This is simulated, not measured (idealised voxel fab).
Name of the process module below: voxel fin reveal
Cross-section cut: width 275 nm, square cells of 5 nm.
Cross-section layout: square cells on a grid; listed as bands, top to bottom; a band spans one or more cell rows.
Quick guide to a band line: top height, bottom height (nm) up front; then every material left to right with its width in nm. Only one material and it's marked "everywhere"? Then it fills the band edge to edge. And "air" just means empty space.
Height 0 is the level under which the wafer as received is all one material. The lowest band goes on downwards, as in "z 0 and below".
A two-number width, for instance "30->40", indicates that the width is equal to the first number in the top row of the band and to the second number in the bottom row, and that it changes by a constant amount per row of cells.
Basically "remained the same" means that step didn't change any cell in the cross-section.
The label "Enclosed void inventory" introduces a list of the empty spaces, 8 cells or larger, that have no open way up to the top; each entry in it reads width x height at distance, where the distance is taken from the left edge and all three are stated in nm.
Past the settings on a step's line: simulator remark, on that step.
What "overlay nm" on a step's line means: if the step has a mask, that mask lay this far to the right of its planned place, or, when the value is negative, to the left.
Process steps (planned):
1 RECEIVE | material Si
2 CONFORMAL_DEP | material SiN | thk nm 5
3 MASKED_ETCH | tone cover | mask id FINS | width nm 15 | pitch nm 40 | etch materials SiN | depth nm 5 | overlay nm 0
4 MASKED_ETCH | tone cover | mask id FINS | width nm 15 | pitch nm 40 | etch materials Si | depth nm 30 | overlay nm 0
5 FILL_DEP | material SiO2 | thk nm 15
6 CMP | height nm 5
7 SELECTIVE_ETCH | etch materials SiO2 | depth nm 25
8 STRIP | etch materials SiN
9 CONFORMAL_DEP | material SiO2 | thk nm 5
Quick note for whoever runs this: the wafers start identical, but the width nm at step 4 isn't the same across them. The plan just shows what the first wafer had.
Step 1 complete: as-received cross-section of the first of several wafers:
	z 0 and below | Si everywhere
	Enclosed void inventory: none
Here is the cross-section of the first of several wafers at the end of the module, after its last step, step 9:
	z 5 to 0 | 105 nm air  25 nm SiO2  15 nm air  25 nm SiO2  105 nm air
	z 0 to -15 | 105 nm air  5 nm SiO2  15 nm Si  5 nm SiO2  15 nm air  5 nm SiO2  15 nm Si  5 nm SiO2  105 nm air
	z -15 to -30 | 110 nm SiO2  15 nm Si  25 nm SiO2  15 nm Si  110 nm SiO2
	z -30 and below | Si everywhere
	Enclosed void inventory: none
Final wafer cross-section at module end:
	z 5 to 0 | 100 nm air  35 nm SiO2  5 nm air  35 nm SiO2  100 nm air
	z 0 to -15 | 100 nm air  5 nm SiO2  25 nm Si  5 nm SiO2  5 nm air  5 nm SiO2  25 nm Si  5 nm SiO2  100 nm air
	z -15 to -30 | 105 nm SiO2  25 nm Si  15 nm SiO2  25 nm Si  105 nm SiO2
	z -30 and below | Si everywhere
	Enclosed void inventory: none
Quick key for the table: a row per wafer, taken at the end of the module. For each material it tells you how many cells the wafer gained (+) or lost (-) since it came in, and the closed voids come after:
width nm 15, -294 Si, +169 SiO2, Enclosed void inventory: none
width nm 20, -282 Si, +165 SiO2, Enclosed void inventory: none
width nm 25, -270 Si, +161 SiO2, Enclosed void inventory: none
